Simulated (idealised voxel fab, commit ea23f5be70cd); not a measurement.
Title: Process Module voxel fin reveal
The width of the displayed cross-section, cut, is 235 nm; its cells are square, with a size of 5 nm.
How to read a cross-section here: the picture is a grid of square cells, written as bands going from the top down, and any band can span one or more rows of cells.
Look at the band entry: it leads with the top's height and the bottom's height in nm. Then it lists the materials left to right, with a width in nm for each. The word "full width" on a single material says that material fills the band edge to edge. The word "blank" is empty space.
Counting heights begins at 0, where everything beneath is, in the wafer as received, one material. The lowest band has no bottom; it goes on downwards, as "0 and below" shows.
The notation "30->40" denotes a width that varies across the rows of cells in the band, beginning at the first number in the top row, finishing at the second number in the bottom row, and changing by an identical amount from each row to the next.
A step reported as "same as before" is a step in which no cell of the cross-section changed.
In "Voids, enclosed" the enclosed voids are listed, meaning empty spaces of 8 cells or larger without any opening to the top. The form is width x height at distance, distance from the left edge, units nm.
The remark found on a step's line after its settings is issued by the simulator itself and pertains to that step.
overlay nm: right-of-plan distance of the mask on a masked step; negative values mean left-of-plan.

### The steps planned for the process are as follows
1. RECEIVE [material Si]
2. CONFORMAL_DEP [material SiN] [thk nm 5]
3. DIRECTIONAL_DEP [material aC] [thk nm 15]
4. PATTERN [tone cover] [mask id FINS] [material resist] [width nm 15] [pitch nm 45] [thk nm 30] [overlay nm 0]
5. DIRECTIONAL_ETCH [etch materials aC] [depth nm 15]
6. STRIP [etch materials resist]
7. DIRECTIONAL_ETCH [etch materials SiN] [depth nm 5]
8. DIRECTIONAL_ETCH [etch materials Si] [depth nm 40]
9. STRIP [etch materials aC]
10. FILL_DEP [material SiO2] [thk nm 10]
11. CMP [height nm 5]
12. SELECTIVE_ETCH [etch materials SiO2] [depth nm 35]
13. STRIP [etch materials SiN]
What sets these wafers apart? The width nm at step 4. They all start alike, and the plan carries the first wafer's value.

### first wafer as received, after step 1
> 0 and below | Si full width
> Voids, enclosed: none

### The figure below presents a cross-section of the first of several wafers at the conclusion of the module, following its last step, step 13
> 0 down to -30 | 40 nm blank | 15 nm Si | 30 nm blank | 15 nm Si | 30 nm blank | 15 nm Si | 30 nm blank | 15 nm Si | 45 nm blank
> -30 down to -40 | 40 nm SiO2 | 15 nm Si | 30 nm SiO2 | 15 nm Si | 30 nm SiO2 | 15 nm Si | 30 nm SiO2 | 15 nm Si | 45 nm SiO2
> -40 and below | Si full width
> Voids, enclosed: none

### The last wafer as seen in cross-section at the end of the module
> 0 down to -30 | 35 nm blank | 30 nm Si | 15 nm blank | 30 nm Si | 15 nm blank | 30 nm Si | 15 nm blank | 30 nm Si | 35 nm blank
> -30 down to -40 | 35 nm SiO2 | 30 nm Si | 15 nm SiO2 | 30 nm Si | 15 nm SiO2 | 30 nm Si | 15 nm SiO2 | 30 nm Si | 35 nm SiO2
> -40 and below | Si full width
> Voids, enclosed: none

### Per wafer, end of module: cells gained (+) or lost (-) per material since receipt, then closed voids
width nm 15, -280 Si, +70 SiO2, Voids, enclosed: none
width nm 20, -248 Si, +62 SiO2, Voids, enclosed: none
width nm 25, -216 Si, +54 SiO2, Voids, enclosed: none
width nm 30, -184 Si, +46 SiO2, Voids, enclosed: none
